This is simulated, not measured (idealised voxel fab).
process module | voxel self aligned vias
The cross-section on display is named cut; it measures 230 nm wide, and its cells are 5 nm squares.
A cross-section in this document is a grid of square cells, and it is written down as bands, the top band listed before the ones below it; a band is made up of one or more rows of cells.
Per band: top height and bottom height in nm, followed by the left-to-right materials and their widths in nm; "edge to edge" marks a single material spanning edge to edge, "blank" marks empty space.
A quick word on heights: they are counted from 0, and under that level the wafer as it came to us is one material throughout. The lowest band is different from the rest in having no bottom; it simply continues downward, written as in "from 0 down".
The two numbers in a width such as "30->40" mark its ends across the band: the first belongs to the top row of cells, the second to the bottom row, and from each row to the next the width moves by the same amount.
A step reported as "nothing was modified" is a step in which no cell of the cross-section changed.
"Non-vented voids": sealed empty spaces, 8 cells or more, no open way to top, listed width x height at distance, with distance from the left edge and width, height and distance in nm.
What comes after the settings on a step's line is commentary from the simulator itself on that step.
"overlay nm" denotes, for a step that has a mask, the displacement of the mask to the right of its planned place, with negative values corresponding to the left.
STEPS PLANNED FOR THE PROCESS
| 1 | RECEIVE | material Si |
| 2 | CONFORMAL_DEP | material SiO2 | thk nm 15 |
| 3 | CONFORMAL_DEP | material SiCN | thk nm 5 |
| 4 | DIRECTIONAL_DEP | material SiO2 | thk nm 30 |
| 5 | MASKED_ETCH | tone open | mask id LINES | width nm 30 | pitch nm 65 | etch materials SiO2 | depth nm 30 | overlay nm 0 |
| 6 | CONFORMAL_DEP | material TiN | thk nm 5 |
| 7 | FILL_DEP | material Ru | thk nm 5 |
| 8 | CMP | height nm 50 |
| 9 | SELECTIVE_ETCH | etch materials W Ru TiN | depth nm 10 |
| 10 | FILL_DEP | material SiN | thk nm 5 |
| 11 | CMP | height nm 50 |
| 12 | DIRECTIONAL_DEP | material SiO2 | thk nm 20 |
| 13 | MASKED_ETCH | tone open | mask id VIAS | width nm 40 | pitch nm 130 | etch materials SiO2 | depth nm 20 | overlay nm 0 |
| 14 | MASKED_ETCH | tone open | mask id VIAS | width nm 40 | pitch nm 130 | etch materials SiN | depth nm 10 | overlay nm 0 |
| 15 | CONFORMAL_DEP | material TiN | thk nm 5 |
| 16 | FILL_DEP | material Ru | thk nm 5 |
| 17 | CMP | height nm 70 |
| 18 | CONFORMAL_DEP | material SiN | thk nm 5 |
FIRST WAFER OUT OF TWO, PROCESSED AS PLANNED
INCOMING WAFER, CROSS-SECTIONAL VIEW, POST STEP 1
	from 0 down = Si edge to edge
	Non-vented voids: none
AFTER STEP 2
	from 15 to 0 = SiO2 edge to edge
	Anything lower than 0 is untouched.
AFTER STEP 3
	from 20 to 15 = SiCN edge to edge
	Anything lower than 15 is untouched.
AFTER STEP 4
	from 50 to 20 = SiO2 edge to edge
	Anything lower than 20 is untouched.
AFTER STEP 5
	from 50 to 20 = 35 SiO2 / 30 blank / 35 SiO2 / 30 blank / 35 SiO2 / 30 blank / 35 SiO2
	Anything lower than 20 is untouched.
AFTER STEP 6
	from 55 to 50 = 40 TiN / 20 blank / 45 TiN / 20 blank / 45 TiN / 20 blank / 40 TiN
	from 50 to 25 = 35 SiO2 / 5 TiN / 20 blank / 5 TiN / 35 SiO2 / 5 TiN / 20 blank / 5 TiN / 35 SiO2 / 5 TiN / 20 blank / 5 TiN / 35 SiO2
	from 25 to 20 = 35 SiO2 / 30 TiN / 35 SiO2 / 30 TiN / 35 SiO2 / 30 TiN / 35 SiO2
	Anything lower than 20 is untouched.
AFTER STEP 7
	from 60 to 55 = Ru edge to edge
	from 55 to 50 = 40 TiN / 20 Ru / 45 TiN / 20 Ru / 45 TiN / 20 Ru / 40 TiN
	from 50 to 25 = 35 SiO2 / 5 TiN / 20 Ru / 5 TiN / 35 SiO2 / 5 TiN / 20 Ru / 5 TiN / 35 SiO2 / 5 TiN / 20 Ru / 5 TiN / 35 SiO2
	Anything lower than 25 is untouched.
AFTER STEP 8
	from 50 to 25 = 35 SiO2 / 5 TiN / 20 Ru / 5 TiN / 35 SiO2 / 5 TiN / 20 Ru / 5 TiN / 35 SiO2 / 5 TiN / 20 Ru / 5 TiN / 35 SiO2
	Anything lower than 25 is untouched.
AFTER STEP 9
	from 50 to 40 = 35 SiO2 / 30 blank / 35 SiO2 / 30 blank / 35 SiO2 / 30 blank / 35 SiO2
	Anything lower than 40 is untouched.
AFTER STEP 10
	from 55 to 50 = SiN edge to edge
	from 50 to 40 = 35 SiO2 / 30 SiN / 35 SiO2 / 30 SiN / 35 SiO2 / 30 SiN / 35 SiO2
	Anything lower than 40 is untouched.
AFTER STEP 11
	from 50 to 40 = 35 SiO2 / 30 SiN / 35 SiO2 / 30 SiN / 35 SiO2 / 30 SiN / 35 SiO2
	Anything lower than 40 is untouched.
AFTER STEP 12
	from 70 to 50 = SiO2 edge to edge
	Anything lower than 50 is untouched.
AFTER STEP 13
	from 70 to 50 = 30 SiO2 / 40 blank / 90 SiO2 / 40 blank / 30 SiO2
	Anything lower than 50 is untouched.
AFTER STEP 14
	from 70 to 50 = 30 SiO2 / 40 blank / 90 SiO2 / 40 blank / 30 SiO2
	from 50 to 40 = 35 SiO2 / 30 blank / 35 SiO2 / 30 SiN / 35 SiO2 / 30 blank / 35 SiO2
	Anything lower than 40 is untouched.
AFTER STEP 15
	from 75 to 70 = 35 TiN / 30 blank / 100 TiN / 30 blank / 35 TiN
	from 70 to 55 = 30 SiO2 / 5 TiN / 30 blank / 5 TiN / 90 SiO2 / 5 TiN / 30 blank / 5 TiN / 30 SiO2
	from 55 to 50 = 30 SiO2 / 10 TiN / 20 blank / 10 TiN / 90 SiO2 / 10 TiN / 20 blank / 10 TiN / 30 SiO2
	from 50 to 45 = 35 SiO2 / 5 TiN / 20 blank / 5 TiN / 35 SiO2 / 30 SiN / 35 SiO2 / 5 TiN / 20 blank / 5 TiN / 35 SiO2
	from 45 to 40 = 35 SiO2 / 30 TiN / 35 SiO2 / 30 SiN / 35 SiO2 / 30 TiN / 35 SiO2
	Anything lower than 40 is untouched.
AFTER STEP 16
	from 80 to 75 = Ru edge to edge
	from 75 to 70 = 35 TiN / 30 Ru / 100 TiN / 30 Ru / 35 TiN
	from 70 to 55 = 30 SiO2 / 5 TiN / 30 Ru / 5 TiN / 90 SiO2 / 5 TiN / 30 Ru / 5 TiN / 30 SiO2
	from 55 to 50 = 30 SiO2 / 10 TiN / 20 Ru / 10 TiN / 90 SiO2 / 10 TiN / 20 Ru / 10 TiN / 30 SiO2
	from 50 to 45 = 35 SiO2 / 5 TiN / 20 Ru / 5 TiN / 35 SiO2 / 30 SiN / 35 SiO2 / 5 TiN / 20 Ru / 5 TiN / 35 SiO2
	Anything lower than 45 is untouched.
AFTER STEP 17
	from 70 to 55 = 30 SiO2 / 5 TiN / 30 Ru / 5 TiN / 90 SiO2 / 5 TiN / 30 Ru / 5 TiN / 30 SiO2
	Anything lower than 55 is untouched.
AFTER STEP 18
	from 75 to 70 = SiN edge to edge
	Anything lower than 70 is untouched.
SECOND WAFER (IDENTICAL START AND PLAN, ONE PROCESSING ERROR; MATCHES FIRST WAFER THROUGH STEP 2)
X-section, second wafer, when step 3 was due to finish: nothing was modified
X-SECTION, SECOND WAFER, WHEN STEP 4 WAS DUE TO FINISH
	from 45 to 0 = SiO2 edge to edge
	Anything lower than 0 is untouched.
X-SECTION, SECOND WAFER, WHEN STEP 5 WAS DUE TO FINISH
	from 45 to 15 = 35 SiO2 / 30 blank / 35 SiO2 / 30 blank / 35 SiO2 / 30 blank / 35 SiO2
	Anything lower than 15 is untouched.
X-SECTION, SECOND WAFER, WHEN STEP 6 WAS DUE TO FINISH
	from 50 to 45 = 40 TiN / 20 blank / 45 TiN / 20 blank / 45 TiN / 20 blank / 40 TiN
	from 45 to 20 = 35 SiO2 / 5 TiN / 20 blank / 5 TiN / 35 SiO2 / 5 TiN / 20 blank / 5 TiN / 35 SiO2 / 5 TiN / 20 blank / 5 TiN / 35 SiO2
	from 20 to 15 = 35 SiO2 / 30 TiN / 35 SiO2 / 30 TiN / 35 SiO2 / 30 TiN / 35 SiO2
	Anything lower than 15 is untouched.
X-SECTION, SECOND WAFER, WHEN STEP 7 WAS DUE TO FINISH
	from 55 to 50 = Ru edge to edge
	from 50 to 45 = 40 TiN / 20 Ru / 45 TiN / 20 Ru / 45 TiN / 20 Ru / 40 TiN
	from 45 to 20 = 35 SiO2 / 5 TiN / 20 Ru / 5 TiN / 35 SiO2 / 5 TiN / 20 Ru / 5 TiN / 35 SiO2 / 5 TiN / 20 Ru / 5 TiN / 35 SiO2
	Anything lower than 20 is untouched.
X-SECTION, SECOND WAFER, WHEN STEP 8 WAS DUE TO FINISH
	from 50 to 45 = 40 TiN / 20 Ru / 45 TiN / 20 Ru / 45 TiN / 20 Ru / 40 TiN
	Anything lower than 45 is untouched.
X-SECTION, SECOND WAFER, WHEN STEP 9 WAS DUE TO FINISH
	from 45 to 40 = 35 SiO2 / 30 blank / 35 SiO2 / 30 blank / 35 SiO2 / 30 blank / 35 SiO2
	Anything lower than 40 is untouched.
X-SECTION, SECOND WAFER, WHEN STEP 10 WAS DUE TO FINISH
	from 50 to 45 = SiN edge to edge
	from 45 to 40 = 35 SiO2 / 30 SiN / 35 SiO2 / 30 SiN / 35 SiO2 / 30 SiN / 35 SiO2
	Anything lower than 40 is untouched.
X-section, second wafer, when step 11 was due to finish: nothing was modified
X-SECTION, SECOND WAFER, WHEN STEP 12 WAS DUE TO FINISH
	from 70 to 50 = SiO2 edge to edge
	Anything lower than 50 is untouched.
X-SECTION, SECOND WAFER, WHEN STEP 13 WAS DUE TO FINISH
	from 70 to 50 = 30 SiO2 / 40 blank / 90 SiO2 / 40 blank / 30 SiO2
	Anything lower than 50 is untouched.
X-SECTION, SECOND WAFER, WHEN STEP 14 WAS DUE TO FINISH
	from 70 to 50 = 30 SiO2 / 40 blank / 90 SiO2 / 40 blank / 30 SiO2
	from 50 to 45 = 30 SiN / 40 blank / 90 SiN / 40 blank / 30 SiN
	from 45 to 40 = 35 SiO2 / 30 blank / 35 SiO2 / 30 SiN / 35 SiO2 / 30 blank / 35 SiO2
	Anything lower than 40 is untouched.
X-SECTION, SECOND WAFER, WHEN STEP 15 WAS DUE TO FINISH
	from 75 to 70 = 35 TiN / 30 blank / 100 TiN / 30 blank / 35 TiN
	from 70 to 50 = 30 SiO2 / 5 TiN / 30 blank / 5 TiN / 90 SiO2 / 5 TiN / 30 blank / 5 TiN / 30 SiO2
	from 50 to 45 = 30 SiN / 10 TiN / 20 blank / 10 TiN / 90 SiN / 10 TiN / 20 blank / 10 TiN / 30 SiN
	from 45 to 40 = 35 SiO2 / 30 TiN / 35 SiO2 / 30 SiN / 35 SiO2 / 30 TiN / 35 SiO2
	Anything lower than 40 is untouched.
X-SECTION, SECOND WAFER, WHEN STEP 16 WAS DUE TO FINISH
	from 80 to 75 = Ru edge to edge
	from 75 to 70 = 35 TiN / 30 Ru / 100 TiN / 30 Ru / 35 TiN
	from 70 to 50 = 30 SiO2 / 5 TiN / 30 Ru / 5 TiN / 90 SiO2 / 5 TiN / 30 Ru / 5 TiN / 30 SiO2
	from 50 to 45 = 30 SiN / 10 TiN / 20 Ru / 10 TiN / 90 SiN / 10 TiN / 20 Ru / 10 TiN / 30 SiN
	Anything lower than 45 is untouched.
X-SECTION, SECOND WAFER, WHEN STEP 17 WAS DUE TO FINISH
	from 70 to 50 = 30 SiO2 / 5 TiN / 30 Ru / 5 TiN / 90 SiO2 / 5 TiN / 30 Ru / 5 TiN / 30 SiO2
	Anything lower than 50 is untouched.
X-SECTION, SECOND WAFER, WHEN STEP 18 WAS DUE TO FINISH
	from 75 to 70 = SiN edge to edge
	Anything lower than 70 is untouched.
What was the processing mistake? step 3 of the plan got skipped, so it never ran
FYI, end of process, the second wafer has more or fewer cells of some materials than the first: Ru +16, SiCN -46, SiN +24, TiN +6
